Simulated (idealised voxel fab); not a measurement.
Process module in this document: voxel released beams
Xsec cut, 260 nm wide, square cell size 5 nm.
Notation: cross-section as square-cell grid; stated in bands, top first, going down; one or more cell rows per band.
What a band's entry tells you: where the top is and where the bottom is, as heights in nm, and after that what lies inside, material by material from left to right, each with its width in nm. Empty space is written as the word "blank", and a single material marked with the word "all across" occupies the band from edge to edge.
We count height from 0. Below that, the starting wafer is all one material. The lowest band never ends at the bottom but goes on down; see "0 and below" for how that is written.
A width such as "30->40" changes by the same amount from each row of cells to the next, from the band's top row to its bottom row.
Where a step carries "no modification", the cross-section came out of it unchanged, cell for cell.
You'll see "Unvented voids" listing empty spaces that have no way open to the top, as long as they're 8 cells or more; the notation is width x height at distance, where the distance is from the left edge, and all of it is in nm.
Text after the settings on a step's line: the simulator's own remark on that step.
What "overlay nm" on a step's line means: if the step has a mask, that mask lay this far to the right of its planned place, or, when the value is negative, to the left.
Each of the pairs that make up the rest of this document says: here is the cross-section before one process step, here is the cross-section after it, drawn only down to the lowest band that changed, and here, under the pair, is the step lying between them with its settings. Different pairs may come from different runs of this module on the same starting wafer, so a pair continues from the pair above it only where its entry headed "State before" says so.
STATE BEFORE
* 20 down to 5: SiO2 all across
* 5 down to 0: Al2O3 all across
* 0 and below: Si all across
* Unvented voids: none
AFTER THE STEP
* 30 down to 20: SiN all across
* Beneath the level 20, the cross-section is identical to its previous state.
* Unvented voids: none
Step linking the sections shown: DIRECTIONAL_DEP: material SiN, thk nm 10
State before: nothing new to draw here, it's the after view of the pair just above.
AFTER THE STEP
* 60 down to 30: 70 nm resist / 45 nm blank / 145 nm resist
* Beneath the level 30, the cross-section is identical to its previous state.
* Unvented voids: none
Step linking the sections shown: PATTERN: tone open, mask id ANCHOR, material resist, width nm 45, thk nm 30, overlay nm 0
State before: nothing new to draw here, it's the after view of the pair just above.
AFTER THE STEP
* 50 down to 30: 70 nm resist / 45 nm blank / 145 nm resist
* Beneath the level 30, the cross-section is identical to its previous state.
* Unvented voids: none
Step linking the sections shown: DIRECTIONAL_ETCH: etch materials aC, depth nm 10
State before: nothing new to draw here, it's the after view of the pair just above.
AFTER THE STEP
* 30 down to 20: SiN all across
* Beneath the level 20, the cross-section is identical to its previous state.
* Unvented voids: none
Step linking the sections shown: STRIP: etch materials resist
State before: nothing new to draw here, it's the after view of the pair just above.
AFTER THE STEP
* 45 down to 20: SiN all across
* Beneath the level 20, the cross-section is identical to its previous state.
* Unvented voids: none
Step linking the sections shown: CONFORMAL_DEP: material SiN, thk nm 15
State before: nothing new to draw here, it's the after view of the pair just above.
AFTER THE STEP
* 55 down to 45: aC all across
* Beneath the level 45, the cross-section is identical to its previous state.
* Unvented voids: none
Step linking the sections shown: DIRECTIONAL_DEP: material aC, thk nm 10
State before: nothing new to draw here, it's the after view of the pair just above.
AFTER THE STEP
* 85 down to 55: 65 nm blank / 120 nm resist / 75 nm blank
* Beneath the level 55, the cross-section is identical to its previous state.
* Unvented voids: none
Step linking the sections shown: PATTERN: tone cover, mask id BEAM, material resist, width nm 120, thk nm 30, overlay nm 0
State before: nothing new to draw here, it's the after view of the pair just above.
AFTER THE STEP
* 75 down to 55: 65 nm blank / 120 nm resist / 75 nm blank
* 55 down to 45: 65 nm blank / 120 nm aC / 75 nm blank
* Beneath the level 45, the cross-section is identical to its previous state.
* Unvented voids: none
Step linking the sections shown: DIRECTIONAL_ETCH: etch materials aC, depth nm 10
State before: nothing new to draw here, it's the after view of the pair just above.
AFTER THE STEP
* 55 down to 45: 65 nm blank / 120 nm aC / 75 nm blank
* Beneath the level 45, the cross-section is identical to its previous state.
* Unvented voids: none
Step linking the sections shown: STRIP: etch materials resist
State before: nothing new to draw here, it's the after view of the pair just above.
AFTER THE STEP
* 55 down to 45: 65 nm blank / 120 nm aC / 75 nm blank
* 45 down to 30: 65 nm blank / 120 nm SiN / 75 nm blank
* Beneath the level 30, the cross-section is identical to its previous state.
* Unvented voids: none
Step linking the sections shown: DIRECTIONAL_ETCH: etch materials SiN, depth nm 15
State before: nothing new to draw here, it's the after view of the pair just above.
AFTER THE STEP
* 45 down to 30: 65 nm blank / 120 nm SiN / 75 nm blank
* Beneath the level 30, the cross-section is identical to its previous state.
* Unvented voids: none
Step linking the sections shown: STRIP: etch materials aC
STATE BEFORE
* 30 down to 20: aC all across
* 20 down to 5: SiO2 all across
* 5 down to 0: Al2O3 all across
* 0 and below: Si all across
* Unvented voids: none
AFTER THE STEP
* 60 down to 30: 70 nm blank / 45 nm resist / 145 nm blank
* Beneath the level 30, the cross-section is identical to its previous state.
* Unvented voids: none
Step linking the sections shown: PATTERN: tone cover, mask id ANCHOR, material resist, width nm 45, thk nm 30, overlay nm 0
State before: nothing new to draw here, it's the after view of the pair just above.
AFTER THE STEP
* 50 down to 30: 70 nm blank / 45 nm resist / 145 nm blank
* 30 down to 20: 70 nm blank / 45 nm aC / 145 nm blank
* Beneath the level 20, the cross-section is identical to its previous state.
* Unvented voids: none
Step linking the sections shown: DIRECTIONAL_ETCH: etch materials aC, depth nm 10
State before: nothing new to draw here, it's the after view of the pair just above.
AFTER THE STEP
* 30 down to 20: 70 nm blank / 45 nm aC / 145 nm blank
* Beneath the level 20, the cross-section is identical to its previous state.
* Unvented voids: none
Step linking the sections shown: STRIP: etch materials resist
State before: nothing new to draw here, it's the after view of the pair just above.
AFTER THE STEP
* 30 down to 20: 70 nm blank / 45 nm aC / 145 nm blank
* 20 down to 5: 70 nm blank / 45 nm SiO2 / 145 nm blank
* Beneath the level 5, the cross-section is identical to its previous state.
* Unvented voids: none
Step linking the sections shown: DIRECTIONAL_ETCH: etch materials SiO2, depth nm 15
State before: nothing new to draw here, it's the after view of the pair just above.
AFTER THE STEP
* 20 down to 5: 70 nm blank / 45 nm SiO2 / 145 nm blank
* Beneath the level 5, the cross-section is identical to its previous state.
* Unvented voids: none
Step linking the sections shown: STRIP: etch materials aC
State before: nothing new to draw here, it's the after view of the pair just above.
AFTER THE STEP
* 35 down to 20: 55 nm blank / 75 nm SiN / 130 nm blank
* 20 down to 5: 70 nm SiN / 45 nm SiO2 / 145 nm SiN
* Beneath the level 5, the cross-section is identical to its previous state.
* Unvented voids: none
Step linking the sections shown: CONFORMAL_DEP: material SiN, thk nm 15
State before: nothing new to draw here, it's the after view of the pair just above.
AFTER THE STEP
* 45 down to 35: 55 nm blank / 75 nm aC / 130 nm blank
* 35 down to 30: 55 nm blank / 75 nm SiN / 130 nm blank
* 30 down to 20: 55 nm aC / 75 nm SiN / 130 nm aC
* Beneath the level 20, the cross-section is identical to its previous state.
* Unvented voids: none
Step linking the sections shown: DIRECTIONAL_DEP: material aC, thk nm 10
State before: nothing new to draw here, it's the after view of the pair just above.
AFTER THE STEP
* 75 down to 45: 65 nm blank / 120 nm resist / 75 nm blank
* 45 down to 35: 55 nm blank / 75 nm aC / 55 nm resist / 75 nm blank
* 35 down to 30: 55 nm blank / 75 nm SiN / 55 nm resist / 75 nm blank
* Beneath the level 30, the cross-section is identical to its previous state.
* Unvented voids: none
Step linking the sections shown: PATTERN: tone cover, mask id BEAM, material resist, width nm 120, thk nm 30, overlay nm 0
State before: nothing new to draw here, it's the after view of the pair just above.
AFTER THE STEP
* 65 down to 45: 65 nm blank / 120 nm resist / 75 nm blank
* 45 down to 35: 65 nm blank / 65 nm aC / 55 nm resist / 75 nm blank
* 35 down to 30: 55 nm blank / 75 nm SiN / 55 nm resist / 75 nm blank
* 30 down to 20: 55 nm blank / 75 nm SiN / 55 nm aC / 75 nm blank
* Beneath the level 20, the cross-section is identical to its previous state.
* Unvented voids: none
Step linking the sections shown: DIRECTIONAL_ETCH: etch materials aC, depth nm 10
State before: nothing new to draw here, it's the after view of the pair just above.
AFTER THE STEP
* 45 down to 35: 65 nm blank / 65 nm aC / 130 nm blank
* 35 down to 30: 55 nm blank / 75 nm SiN / 130 nm blank
* Beneath the level 30, the cross-section is identical to its previous state.
* Unvented voids: none
Step linking the sections shown: STRIP: etch materials resist
State before: nothing new to draw here, it's the after view of the pair just above.
AFTER THE STEP
* 45 down to 35: 65 nm blank / 65 nm aC / 130 nm blank
* 35 down to 30: 65 nm blank / 65 nm SiN / 130 nm blank
* 30 down to 20: 65 nm blank / 65 nm SiN / 55 nm aC / 75 nm blank
* 20 down to 5: 55 nm blank / 15 nm SiN / 45 nm SiO2 / 70 nm SiN / 75 nm blank
* Beneath the level 5, the cross-section is identical to its previous state.
* Unvented voids: none
Step linking the sections shown: DIRECTIONAL_ETCH: etch materials SiN, depth nm 15
State before: nothing new to draw here, it's the after view of the pair just above.
AFTER THE STEP
* 35 down to 20: 65 nm blank / 65 nm SiN / 130 nm blank
* Beneath the level 20, the cross-section is identical to its previous state.
* Unvented voids: none
Step linking the sections shown: STRIP: etch materials aC
